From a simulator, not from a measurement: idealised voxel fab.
process module | voxel air gaps
Xsec cut, 210 nm wide, square cell size 5 nm.
A cross-section in this document is a grid of square cells, and it is written down as bands, the top band listed before the ones below it; a band is made up of one or more rows of cells.
First you get the band's top height and its bottom height, in nm, and then the materials it's made of, left to right, with each width in nm. If you see a single material with "all across", that one covers the band edge to edge. "empty" is empty space.
Heights are reckoned from 0. Under this level, the received wafer is all of one material. The bottommost band is open-ended downward, for example "0 nm and below".
A two-number width, for instance "30->40", indicates that the width is equal to the first number in the top row of the band and to the second number in the bottom row, and that it changes by a constant amount per row of cells.
Where a step carries "nothing got changed", the cross-section came out of it unchanged, cell for cell.
"Sealed void inventory" means: voids of 8 cells or more that are shut off from the top with no open way through. Written width x height at distance, distance from the left edge, in nm.
The remark found on a step's line after its settings is issued by the simulator itself and pertains to that step.
Among the settings permitted on a step's line is "overlay nm"; applied to a step with a mask, it specifies the extent to which the mask lay to the right of its planned position, whereas a negative figure signifies a position to the left.
Listed below are the process steps as planned:
1 RECEIVE [material Si]
2 CONFORMAL_DEP [material SiO2] [thk nm 10]
3 CONFORMAL_DEP [material SiN] [thk nm 5]
4 DIRECTIONAL_DEP [material lowk] [thk nm 40]
5 PATTERN [tone open] [mask id LINES] [material resist] [width nm 15] [pitch nm 40] [thk nm 15] [overlay nm 0]
6 DIRECTIONAL_ETCH [etch materials lowk] [depth nm 40]
7 STRIP [etch materials resist]
8 CONFORMAL_DEP [material TiN] [thk nm 5]
9 FILL_DEP [material Ru] [thk nm 10]
10 CMP [height nm 55]
11 EPI [material Ru] [thk nm 10]
12 SELECTIVE_ETCH [etch materials lowk] [depth nm 50]
13 CONFORMAL_DEP [material SiCN] [thk nm 5]
First wafer out of two, processed as planned:
Cross-section of the wafer upon arrival, representing the state reached after step 1:
- 0 nm and below | Si all across
- Sealed void inventory: none
Wafer section view after processing step 2:
- 10 nm to 0 nm | SiO2 all across
- below 0: unchanged
Wafer section view after processing step 3:
- 15 nm to 10 nm | SiN all across
- below 10: unchanged
Wafer section view after processing step 4:
- 55 nm to 15 nm | lowk all across
- below 15: unchanged
Wafer section view after processing step 5:
- 70 nm to 55 nm | 55 nm resist; 15 nm empty; 25 nm resist; 15 nm empty; 25 nm resist; 15 nm empty; 60 nm resist
- below 55: unchanged
Wafer section view after processing step 6:
- 70 nm to 55 nm | 55 nm resist; 15 nm empty; 25 nm resist; 15 nm empty; 25 nm resist; 15 nm empty; 60 nm resist
- 55 nm to 15 nm | 55 nm lowk; 15 nm empty; 25 nm lowk; 15 nm empty; 25 nm lowk; 15 nm empty; 60 nm lowk
- below 15: unchanged
Wafer section view after processing step 7:
- 55 nm to 15 nm | 55 nm lowk; 15 nm empty; 25 nm lowk; 15 nm empty; 25 nm lowk; 15 nm empty; 60 nm lowk
- below 15: unchanged
Wafer section view after processing step 8:
- 60 nm to 55 nm | 60 nm TiN; 5 nm empty; 35 nm TiN; 5 nm empty; 35 nm TiN; 5 nm empty; 65 nm TiN
- 55 nm to 20 nm | 55 nm lowk; 5 nm TiN; 5 nm empty; 5 nm TiN; 25 nm lowk; 5 nm TiN; 5 nm empty; 5 nm TiN; 25 nm lowk; 5 nm TiN; 5 nm empty; 5 nm TiN; 60 nm lowk
- 20 nm to 15 nm | 55 nm lowk; 15 nm TiN; 25 nm lowk; 15 nm TiN; 25 nm lowk; 15 nm TiN; 60 nm lowk
- below 15: unchanged
Wafer section view after processing step 9:
- 70 nm to 60 nm | Ru all across
- 60 nm to 55 nm | 60 nm TiN; 5 nm Ru; 35 nm TiN; 5 nm Ru; 35 nm TiN; 5 nm Ru; 65 nm TiN
- 55 nm to 20 nm | 55 nm lowk; 5 nm TiN; 5 nm Ru; 5 nm TiN; 25 nm lowk; 5 nm TiN; 5 nm Ru; 5 nm TiN; 25 nm lowk; 5 nm TiN; 5 nm Ru; 5 nm TiN; 60 nm lowk
- below 20: unchanged
Wafer section view after processing step 10:
- 55 nm to 20 nm | 55 nm lowk; 5 nm TiN; 5 nm Ru; 5 nm TiN; 25 nm lowk; 5 nm TiN; 5 nm Ru; 5 nm TiN; 25 nm lowk; 5 nm TiN; 5 nm Ru; 5 nm TiN; 60 nm lowk
- below 20: unchanged
Wafer section view after processing step 11:
- 65 nm to 55 nm | 45 nm empty; 35 nm Ru; 5 nm empty; 35 nm Ru; 5 nm empty; 35 nm Ru; 50 nm empty
- below 55: unchanged
Wafer section view after processing step 12:
- 65 nm to 55 nm | 45 nm empty; 35 nm Ru; 5 nm empty; 35 nm Ru; 5 nm empty; 35 nm Ru; 50 nm empty
- 55 nm to 20 nm | 55 nm empty; 5 nm TiN; 5 nm Ru; 5 nm TiN; 25 nm empty; 5 nm TiN; 5 nm Ru; 5 nm TiN; 25 nm empty; 5 nm TiN; 5 nm Ru; 5 nm TiN; 60 nm empty
- 20 nm to 15 nm | 55 nm empty; 15 nm TiN; 25 nm empty; 15 nm TiN; 25 nm empty; 15 nm TiN; 60 nm empty
- below 15: unchanged
Wafer section view after processing step 13:
- 70 nm to 65 nm | 40 nm empty; 125 nm SiCN; 45 nm empty
- 65 nm to 55 nm | 40 nm empty; 5 nm SiCN; 35 nm Ru; 5 nm SiCN; 35 nm Ru; 5 nm SiCN; 35 nm Ru; 5 nm SiCN; 45 nm empty
- 55 nm to 50 nm | 40 nm empty; 15 nm SiCN; 5 nm TiN; 5 nm Ru; 5 nm TiN; 25 nm SiCN; 5 nm TiN; 5 nm Ru; 5 nm TiN; 25 nm SiCN; 5 nm TiN; 5 nm Ru; 5 nm TiN; 15 nm SiCN; 45 nm empty
- 50 nm to 20 nm | 50 nm empty; 5 nm SiCN; 5 nm TiN; 5 nm Ru; 5 nm TiN; 5 nm SiCN; 15 nm empty; 5 nm SiCN; 5 nm TiN; 5 nm Ru; 5 nm TiN; 5 nm SiCN; 15 nm empty; 5 nm SiCN; 5 nm TiN; 5 nm Ru; 5 nm TiN; 5 nm SiCN; 55 nm empty
- 20 nm to 15 nm | 55 nm SiCN; 15 nm TiN; 25 nm SiCN; 15 nm TiN; 25 nm SiCN; 15 nm TiN; 60 nm SiCN
- below 15: unchanged
- Sealed void inventory: 15 x 30 at 75; 15 x 30 at 115
Notes, second wafer: start = first wafer's, plan = first wafer's, execution had one mistake; history identical to first through step 1:
The second wafer cut through, at the time step 2 was supposed to be finished:
- 5 nm to 0 nm | SiN all across
- below 0: unchanged
The second wafer cut through, at the time step 3 was supposed to be finished:
- 15 nm to 5 nm | SiO2 all across
- below 5: unchanged
The second wafer cut through, at the time step 4 was supposed to be finished:
- 55 nm to 15 nm | lowk all across
- below 15: unchanged
The second wafer cut through, at the time step 5 was supposed to be finished:
- 70 nm to 55 nm | 55 nm resist; 15 nm empty; 25 nm resist; 15 nm empty; 25 nm resist; 15 nm empty; 60 nm resist
- below 55: unchanged
The second wafer cut through, at the time step 6 was supposed to be finished:
- 70 nm to 55 nm | 55 nm resist; 15 nm empty; 25 nm resist; 15 nm empty; 25 nm resist; 15 nm empty; 60 nm resist
- 55 nm to 15 nm | 55 nm lowk; 15 nm empty; 25 nm lowk; 15 nm empty; 25 nm lowk; 15 nm empty; 60 nm lowk
- below 15: unchanged
The second wafer cut through, at the time step 7 was supposed to be finished:
- 55 nm to 15 nm | 55 nm lowk; 15 nm empty; 25 nm lowk; 15 nm empty; 25 nm lowk; 15 nm empty; 60 nm lowk
- below 15: unchanged
The second wafer cut through, at the time step 8 was supposed to be finished:
- 60 nm to 55 nm | 60 nm TiN; 5 nm empty; 35 nm TiN; 5 nm empty; 35 nm TiN; 5 nm empty; 65 nm TiN
- 55 nm to 20 nm | 55 nm lowk; 5 nm TiN; 5 nm empty; 5 nm TiN; 25 nm lowk; 5 nm TiN; 5 nm empty; 5 nm TiN; 25 nm lowk; 5 nm TiN; 5 nm empty; 5 nm TiN; 60 nm lowk
- 20 nm to 15 nm | 55 nm lowk; 15 nm TiN; 25 nm lowk; 15 nm TiN; 25 nm lowk; 15 nm TiN; 60 nm lowk
- below 15: unchanged
The second wafer cut through, at the time step 9 was supposed to be finished:
- 70 nm to 60 nm | Ru all across
- 60 nm to 55 nm | 60 nm TiN; 5 nm Ru; 35 nm TiN; 5 nm Ru; 35 nm TiN; 5 nm Ru; 65 nm TiN
- 55 nm to 20 nm | 55 nm lowk; 5 nm TiN; 5 nm Ru; 5 nm TiN; 25 nm lowk; 5 nm TiN; 5 nm Ru; 5 nm TiN; 25 nm lowk; 5 nm TiN; 5 nm Ru; 5 nm TiN; 60 nm lowk
- below 20: unchanged
The second wafer cut through, at the time step 10 was supposed to be finished:
- 55 nm to 20 nm | 55 nm lowk; 5 nm TiN; 5 nm Ru; 5 nm TiN; 25 nm lowk; 5 nm TiN; 5 nm Ru; 5 nm TiN; 25 nm lowk; 5 nm TiN; 5 nm Ru; 5 nm TiN; 60 nm lowk
- below 20: unchanged
The second wafer cut through, at the time step 11 was supposed to be finished:
- 65 nm to 55 nm | 45 nm empty; 35 nm Ru; 5 nm empty; 35 nm Ru; 5 nm empty; 35 nm Ru; 50 nm empty
- below 55: unchanged
The second wafer cut through, at the time step 12 was supposed to be finished:
- 65 nm to 55 nm | 45 nm empty; 35 nm Ru; 5 nm empty; 35 nm Ru; 5 nm empty; 35 nm Ru; 50 nm empty
- 55 nm to 20 nm | 55 nm empty; 5 nm TiN; 5 nm Ru; 5 nm TiN; 25 nm empty; 5 nm TiN; 5 nm Ru; 5 nm TiN; 25 nm empty; 5 nm TiN; 5 nm Ru; 5 nm TiN; 60 nm empty
- 20 nm to 15 nm | 55 nm empty; 15 nm TiN; 25 nm empty; 15 nm TiN; 25 nm empty; 15 nm TiN; 60 nm empty
- below 15: unchanged
The second wafer cut through, at the time step 13 was supposed to be finished:
- 70 nm to 65 nm | 40 nm empty; 125 nm SiCN; 45 nm empty
- 65 nm to 55 nm | 40 nm empty; 5 nm SiCN; 35 nm Ru; 5 nm SiCN; 35 nm Ru; 5 nm SiCN; 35 nm Ru; 5 nm SiCN; 45 nm empty
- 55 nm to 50 nm | 40 nm empty; 15 nm SiCN; 5 nm TiN; 5 nm Ru; 5 nm TiN; 25 nm SiCN; 5 nm TiN; 5 nm Ru; 5 nm TiN; 25 nm SiCN; 5 nm TiN; 5 nm Ru; 5 nm TiN; 15 nm SiCN; 45 nm empty
- 50 nm to 20 nm | 50 nm empty; 5 nm SiCN; 5 nm TiN; 5 nm Ru; 5 nm TiN; 5 nm SiCN; 15 nm empty; 5 nm SiCN; 5 nm TiN; 5 nm Ru; 5 nm TiN; 5 nm SiCN; 15 nm empty; 5 nm SiCN; 5 nm TiN; 5 nm Ru; 5 nm TiN; 5 nm SiCN; 55 nm empty
- 20 nm to 15 nm | 55 nm SiCN; 15 nm TiN; 25 nm SiCN; 15 nm TiN; 25 nm SiCN; 15 nm TiN; 60 nm SiCN
- below 15: unchanged
- Sealed void inventory: 15 x 30 at 75; 15 x 30 at 115
Run error: steps 2 and 3: order swapped relative to plan
Matching per-material cell counts, mismatched positions: that is how the second wafer compares with the first at the end.
